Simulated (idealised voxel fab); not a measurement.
Process module name: voxel gate over fins
FYI the section here is cut, 265 nm wide, cells are 5 nm squares.
If you're reading a cross-section in this doc, picture square cells in a grid; it comes to you as bands, top ones listed first down to the bottom, and a band can be one or more rows of cells. Heads up on the band format: heights come first, top then bottom, in nm. After that it's the materials left to right, each with its width in nm. A single material flagged "throughout" fills the whole band edge to edge, and "air" means there's empty space there. Measure heights from 0. That's the level where, below it, the as-received wafer is all one material. The lowest band is bottomless and extends downward; write it as in "z 0 and below". You'd read "30..40" like this: the band's top row of cells is as wide as the first number, its bottom row is as wide as the second, and going down, every row changes width by the same amount as the row before did. The designation "no modifications", where it is given for a processing step, indicates that no cell of the cross-section was altered in the course of that step. Enclosed voids (no open way to top), threshold 8 cells or more, entry "Closed internal cavities", notation width x height at distance, distance from left edge, nm. Step line, after settings: the simulator's comment on this step. For masked steps, "overlay nm" on the step line gives how far right of plan the mask actually lay; a minus sign means it lay to the left.
# The steps planned for the process are as follows
| 1 | RECEIVE, material Si |
| 2 | CONFORMAL_DEP, material SiN, thk nm 5 |
| 3 | DIRECTIONAL_DEP, material aC, thk nm 10 |
| 4 | PATTERN, tone cover, mask id FINS, material resist, width nm 15, pitch nm 40, thk nm 30, overlay nm 0 |
| 5 | DIRECTIONAL_ETCH, etch materials aC, depth nm 10 |
| 6 | STRIP, etch materials resist |
| 7 | DIRECTIONAL_ETCH, etch materials SiN, depth nm 5 |
| 8 | DIRECTIONAL_ETCH, etch materials Si, depth nm 30 |
| 9 | STRIP, etch materials aC |
| 10 | OXIDIZE, depth nm 5 |
| 11 | FILL_DEP, material SiO2, thk nm 15 |
| 12 | CMP, height nm 5 |
| 13 | SELECTIVE_ETCH, etch materials SiO2, depth nm 20 |
| 14 | STRIP, etch materials SiN |
| 15 | CONFORMAL_DEP, material HfO2, thk nm 5 |
| 16 | CONFORMAL_DEP, material TiN, thk nm 5 |
| 17 | FILL_DEP, material W, thk nm 15 |
| 18 | CMP, height nm 20 |
| 19 | CONFORMAL_DEP, material SiN, thk nm 10 |
# Wafer, first of two, run as planned
# Cross-section of the wafer as it came to us, i.e., already through step 1
* z 0 and below: Si throughout
* Closed internal cavities: none
# Take a look at the wafer's cross-section after step 2
* z 5 to 0: SiN throughout
* All layers under 0 are left as they were.
# Take a look at the wafer's cross-section after step 3
* z 15 to 5: aC throughout
* All layers under 5 are left as they were.
# Take a look at the wafer's cross-section after step 4
* z 45 to 15: air=105, resist=15, air=25, resist=15, air=105
* All layers under 15 are left as they were.
# Take a look at the wafer's cross-section after step 5
* z 35 to 15: air=105, resist=15, air=25, resist=15, air=105
* z 15 to 5: air=105, aC=15, air=25, aC=15, air=105
* All layers under 5 are left as they were.
# Take a look at the wafer's cross-section after step 6
* z 15 to 5: air=105, aC=15, air=25, aC=15, air=105
* All layers under 5 are left as they were.
# Take a look at the wafer's cross-section after step 7
* z 15 to 5: air=105, aC=15, air=25, aC=15, air=105
* z 5 to 0: air=105, SiN=15, air=25, SiN=15, air=105
* All layers under 0 are left as they were.
# Take a look at the wafer's cross-section after step 8
* z 15 to 5: air=105, aC=15, air=25, aC=15, air=105
* z 5 to 0: air=105, SiN=15, air=25, SiN=15, air=105
* z 0 to -30: air=105, Si=15, air=25, Si=15, air=105
* All layers under -30 are left as they were.
# Take a look at the wafer's cross-section after step 9
* z 5 to 0: air=105, SiN=15, air=25, SiN=15, air=105
* All layers under 0 are left as they were.
# Take a look at the wafer's cross-section after step 10
* z 5 to 0: air=105, SiN=15, air=25, SiN=15, air=105
* z 0 to -30: air=105, SiO2=5, Si=5, SiO2=5, air=25, SiO2=5, Si=5, SiO2=5, air=105
* z -30 to -35: SiO2=110, Si=5, SiO2=35, Si=5, SiO2=110
* All layers under -35 are left as they were.
# Take a look at the wafer's cross-section after step 11
* z 20 to 5: SiO2 throughout
* z 5 to 0: SiO2=105, SiN=15, SiO2=25, SiN=15, SiO2=105
* z 0 to -35: SiO2=110, Si=5, SiO2=35, Si=5, SiO2=110
* All layers under -35 are left as they were.
# Take a look at the wafer's cross-section after step 12
* z 5 to 0: SiO2=105, SiN=15, SiO2=25, SiN=15, SiO2=105
* All layers under 0 are left as they were.
# Take a look at the wafer's cross-section after step 13
* z 5 to 0: air=105, SiN=15, air=25, SiN=15, air=105
* z 0 to -15: air=110, Si=5, air=35, Si=5, air=110
* All layers under -15 are left as they were.
# Take a look at the wafer's cross-section after step 14
* z 0 to -15: air=110, Si=5, air=35, Si=5, air=110
* All layers under -15 are left as they were.
# Take a look at the wafer's cross-section after step 15
* z 5 to 0: air=105, HfO2=15, air=25, HfO2=15, air=105
* z 0 to -10: air=105, HfO2=5, Si=5, HfO2=5, air=25, HfO2=5, Si=5, HfO2=5, air=105
* z -10 to -15: HfO2=110, Si=5, HfO2=35, Si=5, HfO2=110
* All layers under -15 are left as they were.
# Take a look at the wafer's cross-section after step 16
* z 10 to 5: air=100, TiN=25, air=15, TiN=25, air=100
* z 5 to 0: air=100, TiN=5, HfO2=15, TiN=5, air=15, TiN=5, HfO2=15, TiN=5, air=100
* z 0 to -5: air=100, TiN=5, HfO2=5, Si=5, HfO2=5, TiN=5, air=15, TiN=5, HfO2=5, Si=5, HfO2=5, TiN=5, air=100
* z -5 to -10: TiN=105, HfO2=5, Si=5, HfO2=5, TiN=25, HfO2=5, Si=5, HfO2=5, TiN=105
* All layers under -10 are left as they were.
# Take a look at the wafer's cross-section after step 17
* z 25 to 10: W throughout
* z 10 to 5: W=100, TiN=25, W=15, TiN=25, W=100
* z 5 to 0: W=100, TiN=5, HfO2=15, TiN=5, W=15, TiN=5, HfO2=15, TiN=5, W=100
* z 0 to -5: W=100, TiN=5, HfO2=5, Si=5, HfO2=5, TiN=5, W=15, TiN=5, HfO2=5, Si=5, HfO2=5, TiN=5, W=100
* All layers under -5 are left as they were.
# Take a look at the wafer's cross-section after step 18
* z 20 to 10: W throughout
* All layers under 10 are left as they were.
# Take a look at the wafer's cross-section after step 19
* z 30 to 20: SiN throughout
* All layers under 20 are left as they were.
# Regarding the second of the two wafers: it shared the first wafer's starting condition and process plan, yet one error occurred during its execution. Its history coincides with that of the first wafer up to and including step 3
# Cross-section of the second wafer corresponding to the planned conclusion of step 4
* z 45 to 15: air=100, resist=25, air=15, resist=25, air=100
* All layers under 15 are left as they were.
# Cross-section of the second wafer corresponding to the planned conclusion of step 5
* z 35 to 15: air=100, resist=25, air=15, resist=25, air=100
* z 15 to 5: air=100, aC=25, air=15, aC=25, air=100
* All layers under 5 are left as they were.
# Cross-section of the second wafer corresponding to the planned conclusion of step 6
* z 15 to 5: air=100, aC=25, air=15, aC=25, air=100
* All layers under 5 are left as they were.
# Cross-section of the second wafer corresponding to the planned conclusion of step 7
* z 15 to 5: air=100, aC=25, air=15, aC=25, air=100
* z 5 to 0: air=100, SiN=25, air=15, SiN=25, air=100
* All layers under 0 are left as they were.
# Cross-section of the second wafer corresponding to the planned conclusion of step 8
* z 15 to 5: air=100, aC=25, air=15, aC=25, air=100
* z 5 to 0: air=100, SiN=25, air=15, SiN=25, air=100
* z 0 to -30: air=100, Si=25, air=15, Si=25, air=100
* All layers under -30 are left as they were.
# Cross-section of the second wafer corresponding to the planned conclusion of step 9
* z 5 to 0: air=100, SiN=25, air=15, SiN=25, air=100
* All layers under 0 are left as they were.
# Cross-section of the second wafer corresponding to the planned conclusion of step 10
* z 5 to 0: air=100, SiN=25, air=15, SiN=25, air=100
* z 0 to -30: air=100, SiO2=5, Si=15, SiO2=5, air=15, SiO2=5, Si=15, SiO2=5, air=100
* z -30 to -35: SiO2=105, Si=15, SiO2=25, Si=15, SiO2=105
* All layers under -35 are left as they were.
# Cross-section of the second wafer corresponding to the planned conclusion of step 11
* z 20 to 5: SiO2 throughout
* z 5 to 0: SiO2=100, SiN=25, SiO2=15, SiN=25, SiO2=100
* z 0 to -35: SiO2=105, Si=15, SiO2=25, Si=15, SiO2=105
* All layers under -35 are left as they were.
# Cross-section of the second wafer corresponding to the planned conclusion of step 12
* z 5 to 0: SiO2=100, SiN=25, SiO2=15, SiN=25, SiO2=100
* All layers under 0 are left as they were.
# Cross-section of the second wafer corresponding to the planned conclusion of step 13
* z 5 to 0: air=100, SiN=25, air=15, SiN=25, air=100
* z 0 to -15: air=105, Si=15, air=25, Si=15, air=105
* All layers under -15 are left as they were.
# Cross-section of the second wafer corresponding to the planned conclusion of step 14
* z 0 to -15: air=105, Si=15, air=25, Si=15, air=105
* All layers under -15 are left as they were.
# Cross-section of the second wafer corresponding to the planned conclusion of step 15
* z 5 to 0: air=100, HfO2=25, air=15, HfO2=25, air=100
* z 0 to -10: air=100, HfO2=5, Si=15, HfO2=5, air=15, HfO2=5, Si=15, HfO2=5, air=100
* z -10 to -15: HfO2=105, Si=15, HfO2=25, Si=15, HfO2=105
* All layers under -15 are left as they were.
# Cross-section of the second wafer corresponding to the planned conclusion of step 16
* z 10 to 5: air=95, TiN=35, air=5, TiN=35, air=95
* z 5 to 0: air=95, TiN=5, HfO2=25, TiN=5, air=5, TiN=5, HfO2=25, TiN=5, air=95
* z 0 to -5: air=95, TiN=5, HfO2=5, Si=15, HfO2=5, TiN=5, air=5, TiN=5, HfO2=5, Si=15, HfO2=5, TiN=5, air=95
* z -5 to -10: TiN=100, HfO2=5, Si=15, HfO2=5, TiN=15, HfO2=5, Si=15, HfO2=5, TiN=100
* All layers under -10 are left as they were.
# Cross-section of the second wafer corresponding to the planned conclusion of step 17
* z 25 to 10: W throughout
* z 10 to 5: W=95, TiN=35, W=5, TiN=35, W=95
* z 5 to 0: W=95, TiN=5, HfO2=25, TiN=5, W=5, TiN=5, HfO2=25, TiN=5, W=95
* z 0 to -5: W=95, TiN=5, HfO2=5, Si=15, HfO2=5, TiN=5, W=5, TiN=5, HfO2=5, Si=15, HfO2=5, TiN=5, W=95
* All layers under -5 are left as they were.
# Cross-section of the second wafer corresponding to the planned conclusion of step 18
* z 20 to 10: W throughout
* All layers under 10 are left as they were.
# Cross-section of the second wafer corresponding to the planned conclusion of step 19
* z 30 to 20: SiN throughout
* All layers under 20 are left as they were.
What was the processing mistake? step 4 went in with a setting other than planned; the actual run was PATTERN, tone cover, mask id FINS, material resist, width nm 25, pitch nm 40, thk nm 30, overlay nm 0
End check, counted in cells, second wafer has more or fewer of these materials than the first: 28 more of Si | 16 fewer of SiO2 | 12 fewer of W
